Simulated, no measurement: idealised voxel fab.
Presented below is a process module, voxel self aligned vias.
cross-section cut | 225 nm wide | cells 5 nm
A cross-section is a grid of square cells, given in bands from the top down. A band is one or more rows of cells.
Top, bottom (nm), then materials left to right with widths (nm); lone material tagged "everywhere" fills the whole band edge to edge; "blank" = empty space.
Ref level 0: as-received wafer is one material below here. Bottom band extends down with no lower bound ("0 -> down").
Per-row width for "30->40": begins at first number (top row of band), ends at second number (bottom row), increment between rows held constant.
Given "nothing altered" for a step, no cell of the cross-section differs between before and after that step.
Voids not open to the top, 8 cells minimum: see "Enclosed cavities". Written width x height at distance; distance is from the left edge; nm.
If you see something after the settings on a step's line, that's the simulator's own remark about that step.
"overlay nm" on a masked step: distance the mask lay right of its planned place, negative for left.
INTENDED PROCESS STEPS
1,RECEIVE | material Si
2,CONFORMAL_DEP | material SiO2 | thk nm 15
3,CONFORMAL_DEP | material SiCN | thk nm 5
4,DIRECTIONAL_DEP | material lowk | thk nm 20
5,PATTERN | tone open | mask id LINES | material resist | width nm 20 | pitch nm 65 | thk nm 15 | overlay nm 0
6,DIRECTIONAL_ETCH | etch materials lowk | depth nm 20
7,STRIP | etch materials resist
8,CONFORMAL_DEP | material TiN | thk nm 5
9,FILL_DEP | material Ru | thk nm 5
10,CMP | height nm 40
11,SELECTIVE_ETCH | etch materials W Ru TiN | depth nm 5
12,FILL_DEP | material SiN | thk nm 10
13,CMP | height nm 40
14,DIRECTIONAL_DEP | material lowk | thk nm 15
15,DIRECTIONAL_DEP | material aC | thk nm 15
16,PATTERN | tone open | mask id VIAS | material resist | width nm 40 | pitch nm 65 | thk nm 35 | overlay nm 0
17,DIRECTIONAL_ETCH | etch materials aC | depth nm 15
18,STRIP | etch materials resist
19,DIRECTIONAL_ETCH | etch materials lowk | depth nm 15
20,DIRECTIONAL_ETCH | etch materials SiN | depth nm 5
21,STRIP | etch materials aC
22,CONFORMAL_DEP | material TiN | thk nm 5
23,FILL_DEP | material W | thk nm 5
24,CMP | height nm 55
25,CONFORMAL_DEP | material SiCN | thk nm 5
INCOMING WAFER IN CROSS-SECTION (STATE: AFTER STEP 1)
> 0 -> down  Si everywhere
> Enclosed cavities: none
THIS IS HOW THE WAFER LOOKS IN CROSS-SECTION ONCE THE MODULE IS DONE, GIVEN THE STARTING STATE AND PLAN ABOVE AND ONE MISTAKE IN CARRYING THE PLAN OUT
> 60 -> 55  SiCN everywhere
> 55 -> 45  lowk 25 nm | TiN 5 nm | W 30 nm | TiN 5 nm | lowk 25 nm | TiN 5 nm | W 30 nm | TiN 5 nm | lowk 25 nm | TiN 5 nm | W 30 nm | TiN 5 nm | lowk 30 nm
> 45 -> 40  lowk 25 nm | TiN 20 nm | W 10 nm | TiN 10 nm | lowk 25 nm | TiN 20 nm | W 10 nm | TiN 10 nm | lowk 25 nm | TiN 20 nm | W 10 nm | TiN 10 nm | lowk 30 nm
> 40 -> 35  lowk 40 nm | TiN 20 nm | lowk 45 nm | TiN 20 nm | lowk 45 nm | TiN 20 nm | lowk 35 nm
> 35 -> 25  lowk 40 nm | TiN 5 nm | Ru 10 nm | TiN 5 nm | lowk 45 nm | TiN 5 nm | Ru 10 nm | TiN 5 nm | lowk 45 nm | TiN 5 nm | Ru 10 nm | TiN 5 nm | lowk 35 nm
> 25 -> 20  lowk 40 nm | TiN 20 nm | lowk 45 nm | TiN 20 nm | lowk 45 nm | TiN 20 nm | lowk 35 nm
> 20 -> 15  SiCN everywhere
> 15 -> 0  SiO2 everywhere
> 0 -> down  Si everywhere
> Enclosed cavities: none
The mistake made against the process plan was this: step 5 ran with different settings than intended, the actual operation and settings being PATTERN | tone open | mask id LINES | material resist | width nm 20 | pitch nm 65 | thk nm 15 | overlay nm 5
